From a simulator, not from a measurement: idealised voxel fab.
process module | voxel capacitor over wiring
cross-section cut | 300 nm wide | cells 5 nm
A cross-section is a grid of square cells, given in bands from the top down. A band is one or more rows of cells.
Each band's line starts with the height of the band's top and of its bottom, in nm. Then come its materials from left to right, each with its width in nm. One material with "throughout" fills the band from edge to edge. "air" is empty space.
Height 0 is the level under which the wafer as received is all one material. The lowest band goes on downwards, as in "0 down".
A width such as "30 to 40" changes by the same amount from each row of cells to the next, from the band's top row to its bottom row.
"no change" after a step means that no cell of the cross-section changed.
closed voids: empty space of 8 cells or more with no open way to the top, each as width x height at its distance from the left edge, in nm
after a step's settings: what the simulator itself notes on the step
overlay nm, on a step with a mask: how far to the right of its planned place the mask lay; to the left if negative
plan
1 op RECEIVE | material Si
2 op CONFORMAL_DEP | material SiO2 | thk nm 15
3 op CONFORMAL_DEP | material SiN | thk nm 5
4 op DIRECTIONAL_DEP | material lowk | thk nm 20
5 op DIRECTIONAL_DEP | material aC | thk nm 15
6 op PATTERN | tone open | mask id METAL_1 | material resist | width nm 20 | pitch nm 85 | thk nm 30 | overlay nm 0
7 op DIRECTIONAL_ETCH | etch materials aC | depth nm 15
8 op STRIP | etch materials resist
9 op DIRECTIONAL_ETCH | etch materials lowk | depth nm 20
10 op DIRECTIONAL_ETCH | etch materials SiN | depth nm 5
11 op STRIP | etch materials aC
12 op CONFORMAL_DEP | material TiN | thk nm 5
13 op FILL_DEP | material Cu | thk nm 10
14 op CMP | height nm 40
15 op CONFORMAL_DEP | material SiCN | thk nm 5
16 op DIRECTIONAL_DEP | material lowk | thk nm 20
17 op PATTERN | tone open | mask id PLUG_1 | material resist | width nm 15 | thk nm 20 | overlay nm 0
18 op DIRECTIONAL_ETCH | etch materials lowk | depth nm 20
19 op DIRECTIONAL_ETCH | etch materials SiCN | depth nm 5
20 op STRIP | etch materials resist
21 op EPI | material Ru | thk nm 10
22 op EPI | material Ru | thk nm 10
23 op EPI | material Ru | thk nm 5
24 op DIRECTIONAL_DEP | material TiN | thk nm 5
25 op DIRECTIONAL_DEP | material SiN | thk nm 5
26 op DIRECTIONAL_DEP | material TiN | thk nm 10
27 op PATTERN | tone cover | mask id UPPER_PLATE | material resist | width nm 70 | thk nm 15 | overlay nm 0
28 op DIRECTIONAL_ETCH | etch materials TiN | depth nm 10
29 op DIRECTIONAL_ETCH | etch materials SiN | depth nm 5
30 op STRIP | etch materials resist
31 op MASKED_ETCH | tone cover | mask id LOWER_PLATE | width nm 80 | etch materials TiN | depth nm 5 | overlay nm 0
32 op FILL_DEP | material SiO2 | thk nm 20
33 op CMP | height nm 100
34 op MASKED_ETCH | tone open | mask id PLUG_2 | width nm 15 | etch materials SiO2 | depth nm 15 | overlay nm 0
35 op CONFORMAL_DEP | material TiN | thk nm 5
36 op FILL_DEP | material Cu | thk nm 10
37 op CMP | height nm 100
38 op CONFORMAL_DEP | material SiCN | thk nm 5
first wafer, as planned
as received, after step 1
  0 down: Si throughout
  closed voids: none
after step 2
  15 to 0: SiO2 throughout
  below 0: unchanged
after step 3
  20 to 15: SiN throughout
  below 15: unchanged
after step 4
  40 to 20: lowk throughout
  below 20: unchanged
after step 5
  55 to 40: aC throughout
  below 40: unchanged
after step 6
  85 to 55: resist 95 | air 20 | resist 65 | air 20 | resist 100
  below 55: unchanged
after step 7
  70 to 55: resist 95 | air 20 | resist 65 | air 20 | resist 100
  55 to 40: aC 95 | air 20 | aC 65 | air 20 | aC 100
  below 40: unchanged
after step 8
  55 to 40: aC 95 | air 20 | aC 65 | air 20 | aC 100
  below 40: unchanged
after step 9
  55 to 40: aC 95 | air 20 | aC 65 | air 20 | aC 100
  40 to 20: lowk 95 | air 20 | lowk 65 | air 20 | lowk 100
  below 20: unchanged
after step 10
  55 to 40: aC 95 | air 20 | aC 65 | air 20 | aC 100
  40 to 20: lowk 95 | air 20 | lowk 65 | air 20 | lowk 100
  20 to 15: SiN 95 | air 20 | SiN 65 | air 20 | SiN 100
  below 15: unchanged
after step 11
  40 to 20: lowk 95 | air 20 | lowk 65 | air 20 | lowk 100
  below 20: unchanged
after step 12
  45 to 40: TiN 100 | air 10 | TiN 75 | air 10 | TiN 105
  40 to 20: lowk 95 | TiN 5 | air 10 | TiN 5 | lowk 65 | TiN 5 | air 10 | TiN 5 | lowk 100
  20 to 15: SiN 95 | TiN 20 | SiN 65 | TiN 20 | SiN 100
  below 15: unchanged
after step 13
  55 to 45: Cu throughout
  45 to 40: TiN 100 | Cu 10 | TiN 75 | Cu 10 | TiN 105
  40 to 20: lowk 95 | TiN 5 | Cu 10 | TiN 5 | lowk 65 | TiN 5 | Cu 10 | TiN 5 | lowk 100
  below 20: unchanged
after step 14
  40 to 20: lowk 95 | TiN 5 | Cu 10 | TiN 5 | lowk 65 | TiN 5 | Cu 10 | TiN 5 | lowk 100
  below 20: unchanged
after step 15
  45 to 40: SiCN throughout
  below 40: unchanged
after step 16
  65 to 45: lowk throughout
  below 45: unchanged
after step 17
  85 to 65: resist 100 | air 15 | resist 185
  below 65: unchanged
after step 18
  85 to 65: resist 100 | air 15 | resist 185
  65 to 45: lowk 100 | air 15 | lowk 185
  below 45: unchanged
after step 19
  85 to 65: resist 100 | air 15 | resist 185
  65 to 45: lowk 100 | air 15 | lowk 185
  45 to 40: SiCN 100 | air 15 | SiCN 185
  below 40: unchanged
after step 20
  65 to 45: lowk 100 | air 15 | lowk 185
  below 45: unchanged
after step 21
  65 to 50: lowk 100 | air 15 | lowk 185
  50 to 45: lowk 100 | Ru 15 | lowk 185
  45 to 40: SiCN 100 | Ru 15 | SiCN 185
  below 40: unchanged
after step 22
  65 to 60: lowk 100 | air 15 | lowk 185
  60 to 45: lowk 100 | Ru 15 | lowk 185
  below 45: unchanged
after step 23
  65 to 45: lowk 100 | Ru 15 | lowk 185
  below 45: unchanged
after step 24
  70 to 65: TiN throughout
  below 65: unchanged
after step 25
  75 to 70: SiN throughout
  below 70: unchanged
after step 26
  85 to 75: TiN throughout
  below 75: unchanged
after step 27
  100 to 85: air 100 | resist 70 | air 130
  below 85: unchanged
after step 28
  100 to 85: air 100 | resist 70 | air 130
  85 to 75: air 100 | TiN 70 | air 130
  below 75: unchanged
after step 29
  100 to 85: air 100 | resist 70 | air 130
  85 to 75: air 100 | TiN 70 | air 130
  75 to 70: air 100 | SiN 70 | air 130
  below 70: unchanged
after step 30
  85 to 75: air 100 | TiN 70 | air 130
  below 75: unchanged
after step 31
  85 to 75: air 100 | TiN 70 | air 130
  75 to 70: air 100 | SiN 70 | air 130
  70 to 65: air 95 | TiN 80 | air 125
  below 65: unchanged
after step 32
  105 to 85: SiO2 throughout
  85 to 75: SiO2 100 | TiN 70 | SiO2 130
  75 to 70: SiO2 100 | SiN 70 | SiO2 130
  70 to 65: SiO2 95 | TiN 80 | SiO2 125
  below 65: unchanged
after step 33
  100 to 85: SiO2 throughout
  below 85: unchanged
after step 34
  100 to 85: SiO2 110 | air 15 | SiO2 175
  below 85: unchanged
after step 35
  105 to 100: TiN 115 | air 5 | TiN 180
  100 to 90: SiO2 110 | TiN 5 | air 5 | TiN 5 | SiO2 175
  90 to 85: SiO2 110 | TiN 15 | SiO2 175
  below 85: unchanged
after step 36
  115 to 105: Cu throughout
  105 to 100: TiN 115 | Cu 5 | TiN 180
  100 to 90: SiO2 110 | TiN 5 | Cu 5 | TiN 5 | SiO2 175
  below 90: unchanged
after step 37
  100 to 90: SiO2 110 | TiN 5 | Cu 5 | TiN 5 | SiO2 175
  below 90: unchanged
after step 38
  105 to 100: SiCN throughout
  below 100: unchanged
second wafer: like start, like plan, one mistake. Through step 31 it matches the first wafer
when step 32 should have ended
  105 to 85: SiN throughout
  85 to 75: SiN 100 | TiN 70 | SiN 130
  75 to 70: SiN throughout
  70 to 65: SiN 95 | TiN 80 | SiN 125
  below 65: unchanged
when step 33 should have ended
  100 to 85: SiN throughout
  below 85: unchanged
when step 34 should have ended: no change
when step 35 should have ended
  105 to 100: TiN throughout
  below 100: unchanged
when step 36 should have ended
  115 to 105: Cu throughout
  below 105: unchanged
when step 37 should have ended
  100 to 85: SiN throughout
  below 85: unchanged
when step 38 should have ended
  105 to 100: SiCN throughout
  below 100: unchanged
what went wrong: step 32 ran as: op FILL_DEP | material SiN | thk nm 20
at the end the second wafer has, in cells: 2 fewer of Cu | 362 more of SiN | 353 fewer of SiO2 | 7 fewer of TiN
